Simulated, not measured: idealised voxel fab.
This is a process module. Its name is voxel ribs on slabs.
Xsec cut, 290 nm wide, square cell size 5 nm.
How to read a cross-section here: the picture is a grid of square cells, written as bands going from the top down, and any band can span one or more rows of cells.
The entry gives the band's vertical extent as a top height and a bottom height in nm, then its horizontal make-up as materials from left to right, each with a width in nm. "empty" stands for empty space; a single material marked "edge to edge" fills the band edge to edge.
A quick word on heights: they are counted from 0, and under that level the wafer as it came to us is one material throughout. The lowest band is different from the rest in having no bottom; it simply continues downward, written as in "z 0 and below".
It should be noted that a width expressed as "30->40" varies in equal increments from row to row of cells within the band, taking the value of the first number at the top row and that of the second number at the bottom row.
"nothing different" after a step means that no cell of the cross-section changed.
"Fully closed voids" lists enclosed empty spaces (at least 8 cells, no open path upward to the top), each as width x height at distance from the left edge, in nm.
Anything after a step's settings on that line? It's the simulator's own note about the step.
overlay nm: mask offset rightward from planned place, masked step; negative means leftward offset.
How should the pairs below be read? Each gives the cross-section before one process step and the cross-section after it, the latter drawn only to the lowest band that changed; the step that lies between them, with its settings, appears under the pair. Does a pair pick up where the pair above left off? Only where its entry headed "Status quo ante" says so, since pairs can come from different runs of this module on the same starting wafer.
### Status quo ante
  z 45 to 40 | empty 130 nm; aC 25 nm; empty 135 nm
  z 40 to 35 | aC edge to edge
  z 35 to 30 | aC 130 nm; polySi 25 nm; aC 135 nm
  z 30 to 20 | polySi edge to edge
  z 20 to 0 | SiO2 edge to edge
  z 0 and below | Si edge to edge
  Fully closed voids: none
### Post-Step Section View
  z 70 to 45 | empty 115 nm; resist 75 nm; empty 100 nm
  z 45 to 40 | empty 115 nm; resist 15 nm; aC 25 nm; resist 35 nm; empty 100 nm
  All layers under 40 are left as they were.
  Fully closed voids: none
Process step separating the two views above: PATTERN [tone cover] [mask id SLAB] [material resist] [width nm 75] [thk nm 25] [overlay nm 10]
Status quo ante: we pick up right where the pair above leaves off, with its after cross-section.
### Post-Step Section View
  z 60 to 45 | empty 115 nm; resist 75 nm; empty 100 nm
  z 45 to 40 | empty 115 nm; resist 15 nm; aC 25 nm; resist 35 nm; empty 100 nm
  z 40 to 35 | empty 115 nm; aC 75 nm; empty 100 nm
  z 35 to 30 | empty 115 nm; aC 15 nm; polySi 25 nm; aC 35 nm; empty 100 nm
  All layers under 30 are left as they were.
  Fully closed voids: none
Process step separating the two views above: DIRECTIONAL_ETCH [etch materials aC] [depth nm 10]
Status quo ante: we pick up right where the pair above leaves off, with its after cross-section.
### Post-Step Section View
  z 45 to 35 | empty 130->115 nm; aC 25->75 nm; empty 135->100 nm
  All layers under 35 are left as they were.
  Fully closed voids: none
Process step separating the two views above: STRIP [etch materials resist]
Status quo ante: we pick up right where the pair above leaves off, with its after cross-section.
### Post-Step Section View
  z 45 to 35 | empty 130->115 nm; aC 25->75 nm; empty 135->100 nm
  z 35 to 30 | empty 115 nm; aC 15 nm; polySi 25 nm; aC 35 nm; empty 100 nm
  z 30 to 20 | empty 115 nm; polySi 75 nm; empty 100 nm
  All layers under 20 are left as they were.
  Fully closed voids: none
Process step separating the two views above: DIRECTIONAL_ETCH [etch materials polySi] [depth nm 10]
Status quo ante: we pick up right where the pair above leaves off, with its after cross-section.
### Post-Step Section View
  z 35 to 30 | empty 130 nm; polySi 25 nm; empty 135 nm
  All layers under 30 are left as they were.
  Fully closed voids: none
Process step separating the two views above: STRIP [etch materials aC]
Status quo ante: we pick up right where the pair above leaves off, with its after cross-section.
### Post-Step Section View
  z 55 to 35 | SiO2 edge to edge
  z 35 to 30 | SiO2 130 nm; polySi 25 nm; SiO2 135 nm
  z 30 to 20 | SiO2 115 nm; polySi 75 nm; SiO2 100 nm
  All layers under 20 are left as they were.
  Fully closed voids: none
Process step separating the two views above: FILL_DEP [material SiO2] [thk nm 20]
Status quo ante: we pick up right where the pair above leaves off, with its after cross-section.
### Post-Step Section View
  z 45 to 35 | SiO2 edge to edge
  All layers under 35 are left as they were.
  Fully closed voids: none
Process step separating the two views above: CMP [height nm 45]
Status quo ante: we pick up right where the pair above leaves off, with its after cross-section.
### Post-Step Section View
  z 50 to 45 | TiN edge to edge
  All layers under 45 are left as they were.
  Fully closed voids: none
Process step separating the two views above: DIRECTIONAL_DEP [material TiN] [thk nm 5]
Status quo ante: we pick up right where the pair above leaves off, with its after cross-section.
### Post-Step Section View
  z 65 to 50 | aC edge to edge
  All layers under 50 are left as they were.
  Fully closed voids: none
Process step separating the two views above: DIRECTIONAL_DEP [material aC] [thk nm 15]
Status quo ante: we pick up right where the pair above leaves off, with its after cross-section.
### Post-Step Section View
  z 100 to 65 | empty 125 nm; resist 35 nm; empty 130 nm
  All layers under 65 are left as they were.
  Fully closed voids: none
Process step separating the two views above: PATTERN [tone cover] [mask id HEATER] [material resist] [width nm 35] [thk nm 35] [overlay nm 0]
Status quo ante: we pick up right where the pair above leaves off, with its after cross-section.
### Post-Step Section View
  z 85 to 65 | empty 125 nm; resist 35 nm; empty 130 nm
  z 65 to 50 | empty 125 nm; aC 35 nm; empty 130 nm
  All layers under 50 are left as they were.
  Fully closed voids: none
Process step separating the two views above: DIRECTIONAL_ETCH [etch materials aC] [depth nm 15]
Status quo ante: we pick up right where the pair above leaves off, with its after cross-section.
### Post-Step Section View
  z 65 to 50 | empty 125 nm; aC 35 nm; empty 130 nm
  All layers under 50 are left as they were.
  Fully closed voids: none
Process step separating the two views above: STRIP [etch materials resist]
Status quo ante: we pick up right where the pair above leaves off, with its after cross-section.
### Post-Step Section View
  z 65 to 50 | empty 125 nm; aC 35 nm; empty 130 nm
  z 50 to 45 | empty 125 nm; TiN 35 nm; empty 130 nm
  All layers under 45 are left as they were.
  Fully closed voids: none
Process step separating the two views above: DIRECTIONAL_ETCH [etch materials TiN] [depth nm 5]
Status quo ante: we pick up right where the pair above leaves off, with its after cross-section.
### Post-Step Section View
  z 50 to 45 | empty 125 nm; TiN 35 nm; empty 130 nm
  All layers under 45 are left as they were.
  Fully closed voids: none
Process step separating the two views above: STRIP [etch materials aC]
Status quo ante: we pick up right where the pair above leaves off, with its after cross-section.
### Post-Step Section View
  z 55 to 50 | empty 120 nm; SiO2 45 nm; empty 125 nm
  z 50 to 45 | SiO2 125 nm; TiN 35 nm; SiO2 130 nm
  All layers under 45 are left as they were.
  Fully closed voids: none
Process step separating the two views above: CONFORMAL_DEP [material SiO2] [thk nm 5]
### Status quo ante
  z 50 to 45 | TiN edge to edge
  z 45 to 35 | SiO2 edge to edge
  z 35 to 30 | SiO2 130 nm; polySi 25 nm; SiO2 135 nm
  z 30 to 20 | SiO2 105 nm; polySi 75 nm; SiO2 110 nm
  z 20 to 0 | SiO2 edge to edge
  z 0 and below | Si edge to edge
  Fully closed voids: none
### Post-Step Section View
  z 65 to 50 | SiO2 edge to edge
  All layers under 50 are left as they were.
  Fully closed voids: none
Process step separating the two views above: DIRECTIONAL_DEP [material SiO2] [thk nm 15]
Status quo ante: we pick up right where the pair above leaves off, with its after cross-section.
### Post-Step Section View
  z 100 to 65 | empty 125 nm; resist 35 nm; empty 130 nm
  All layers under 65 are left as they were.
  Fully closed voids: none
Process step separating the two views above: PATTERN [tone cover] [mask id HEATER] [material resist] [width nm 35] [thk nm 35] [overlay nm 0]
Status quo ante: we pick up right where the pair above leaves off, with its after cross-section.
### Post-Step Section View
  z 85 to 65 | empty 125 nm; resist 35 nm; empty 130 nm
  All layers under 65 are left as they were.
  Fully closed voids: none
Process step separating the two views above: DIRECTIONAL_ETCH [etch materials aC] [depth nm 15]
Status quo ante: we pick up right where the pair above leaves off, with its after cross-section.
### Post-Step Section View
  z 65 to 50 | SiO2 edge to edge
  All layers under 50 are left as they were.
  Fully closed voids: none
Process step separating the two views above: STRIP [etch materials resist]
Status quo ante: we pick up right where the pair above leaves off, with its after cross-section.
### Post-Step Section View
  z 70 to 50 | SiO2 edge to edge
  All layers under 50 are left as they were.
  Fully closed voids: none
Process step separating the two views above: CONFORMAL_DEP [material SiO2] [thk nm 5]
### Status quo ante
  z 35 to 20 | polySi edge to edge
  z 20 to 0 | SiO2 edge to edge
  z 0 and below | Si edge to edge
  Fully closed voids: none
### Post-Step Section View
  z 35 to 30 | polySi 130 nm; empty 25 nm; polySi 135 nm
  All layers under 30 are left as they were.
  Fully closed voids: none
Process step separating the two views above: MASKED_ETCH [tone open] [mask id RIB] [width nm 25] [etch materials polySi] [depth nm 5] [overlay nm 0]
Status quo ante: we pick up right where the pair above leaves off, with its after cross-section.
### Post-Step Section View
  z 45 to 40 | aC 130 nm; empty 25 nm; aC 135 nm
  z 40 to 35 | aC edge to edge
  z 35 to 30 | polySi 130 nm; aC 25 nm; polySi 135 nm
  All layers under 30 are left as they were.
  Fully closed voids: none
Process step separating the two views above: DIRECTIONAL_DEP [material aC] [thk nm 10]
Status quo ante: we pick up right where the pair above leaves off, with its after cross-section.
### Post-Step Section View
  z 70 to 45 | empty 105 nm; resist 75 nm; empty 110 nm
  z 45 to 40 | aC 130 nm; resist 25 nm; aC 135 nm
  All layers under 40 are left as they were.
  Fully closed voids: none
Process step separating the two views above: PATTERN [tone cover] [mask id SLAB] [material resist] [width nm 75] [thk nm 25] [overlay nm 0]
Status quo ante: we pick up right where the pair above leaves off, with its after cross-section.
### Post-Step Section View
  z 60 to 45 | empty 105 nm; resist 75 nm; empty 110 nm
  z 45 to 40 | empty 105 nm; aC 25 nm; resist 25 nm; aC 25 nm; empty 110 nm
  z 40 to 35 | empty 105 nm; aC 75 nm; empty 110 nm
  All layers under 35 are left as they were.
  Fully closed voids: none
Process step separating the two views above: DIRECTIONAL_ETCH [etch materials aC] [depth nm 10]
Status quo ante: we pick up right where the pair above leaves off, with its after cross-section.
### Post-Step Section View
  z 45 to 40 | empty 105 nm; aC 25 nm; empty 25 nm; aC 25 nm; empty 110 nm
  All layers under 40 are left as they were.
  Fully closed voids: none
Process step separating the two views above: STRIP [etch materials resist]
Status quo ante: we pick up right where the pair above leaves off, with its after cross-section.
### Post-Step Section View
  z 45 to 40 | empty 105 nm; aC 25 nm; empty 25 nm; aC 25 nm; empty 110 nm
  z 40 to 35 | empty 105 nm; aC 75 nm; empty 110 nm
  z 35 to 30 | empty 105 nm; polySi 25 nm; aC 25 nm; polySi 25 nm; empty 110 nm
  z 30 to 25 | empty 105 nm; polySi 75 nm; empty 110 nm
  All layers under 25 are left as they were.
  Fully closed voids: none
Process step separating the two views above: DIRECTIONAL_ETCH [etch materials polySi] [depth nm 10]
Status quo ante: we pick up right where the pair above leaves off, with its after cross-section.
### Post-Step Section View
  z 35 to 30 | empty 105 nm; polySi 25 nm; empty 25 nm; polySi 25 nm; empty 110 nm
  All layers under 30 are left as they were.
  Fully closed voids: none
Process step separating the two views above: STRIP [etch materials aC]
Status quo ante: we pick up right where the pair above leaves off, with its after cross-section.
### Post-Step Section View
  z 55 to 35 | SiO2 edge to edge
  z 35 to 30 | SiO2 105 nm; polySi 25 nm; SiO2 25 nm; polySi 25 nm; SiO2 110 nm
  z 30 to 25 | SiO2 105 nm; polySi 75 nm; SiO2 110 nm
  All layers under 25 are left as they were.
  Fully closed voids: none
Process step separating the two views above: FILL_DEP [material SiO2] [thk nm 20]
Status quo ante: we pick up right where the pair above leaves off, with its after cross-section.
### Post-Step Section View
  z 45 to 35 | SiO2 edge to edge
  All layers under 35 are left as they were.
  Fully closed voids: none
Process step separating the two views above: CMP [height nm 45]
Status quo ante: we pick up right where the pair above leaves off, with its after cross-section.
### Post-Step Section View
  z 50 to 45 | TiN edge to edge
  All layers under 45 are left as they were.
  Fully closed voids: none
Process step separating the two views above: DIRECTIONAL_DEP [material TiN] [thk nm 5]
Status quo ante: we pick up right where the pair above leaves off, with its after cross-section.
### Post-Step Section View
  z 65 to 50 | aC edge to edge
  All layers under 50 are left as they were.
  Fully closed voids: none
Process step separating the two views above: DIRECTIONAL_DEP [material aC] [thk nm 15]
Status quo ante: we pick up right where the pair above leaves off, with its after cross-section.
### Post-Step Section View
  z 100 to 65 | empty 125 nm; resist 35 nm; empty 130 nm
  All layers under 65 are left as they were.
  Fully closed voids: none
Process step separating the two views above: PATTERN [tone cover] [mask id HEATER] [material resist] [width nm 35] [thk nm 35] [overlay nm 0]
Status quo ante: we pick up right where the pair above leaves off, with its after cross-section.
### Post-Step Section View
  z 85 to 65 | empty 125 nm; resist 35 nm; empty 130 nm
  z 65 to 50 | empty 125 nm; aC 35 nm; empty 130 nm
  All layers under 50 are left as they were.
  Fully closed voids: none
Process step separating the two views above: DIRECTIONAL_ETCH [etch materials aC] [depth nm 15]
Status quo ante: we pick up right where the pair above leaves off, with its after cross-section.
### Post-Step Section View
  z 65 to 50 | empty 125 nm; aC 35 nm; empty 130 nm
  All layers under 50 are left as they were.
  Fully closed voids: none
Process step separating the two views above: STRIP [etch materials resist]
Status quo ante: we pick up right where the pair above leaves off, with its after cross-section.
### Post-Step Section View
  z 65 to 50 | empty 125 nm; aC 35 nm; empty 130 nm
  z 50 to 45 | empty 125 nm; TiN 35 nm; empty 130 nm
  All layers under 45 are left as they were.
  Fully closed voids: none
Process step separating the two views above: DIRECTIONAL_ETCH [etch materials TiN] [depth nm 5]
Status quo ante: we pick up right where the pair above leaves off, with its after cross-section.
### Post-Step Section View
  z 50 to 45 | empty 125 nm; TiN 35 nm; empty 130 nm
  All layers under 45 are left as they were.
  Fully closed voids: none
Process step separating the two views above: STRIP [etch materials aC]
Status quo ante: we pick up right where the pair above leaves off, with its after cross-section.
### Post-Step Section View
  z 55 to 50 | empty 120 nm; SiO2 45 nm; empty 125 nm
  z 50 to 45 | SiO2 125 nm; TiN 35 nm; SiO2 130 nm
  All layers under 45 are left as they were.
  Fully closed voids: none
Process step separating the two views above: CONFORMAL_DEP [material SiO2] [thk nm 5]
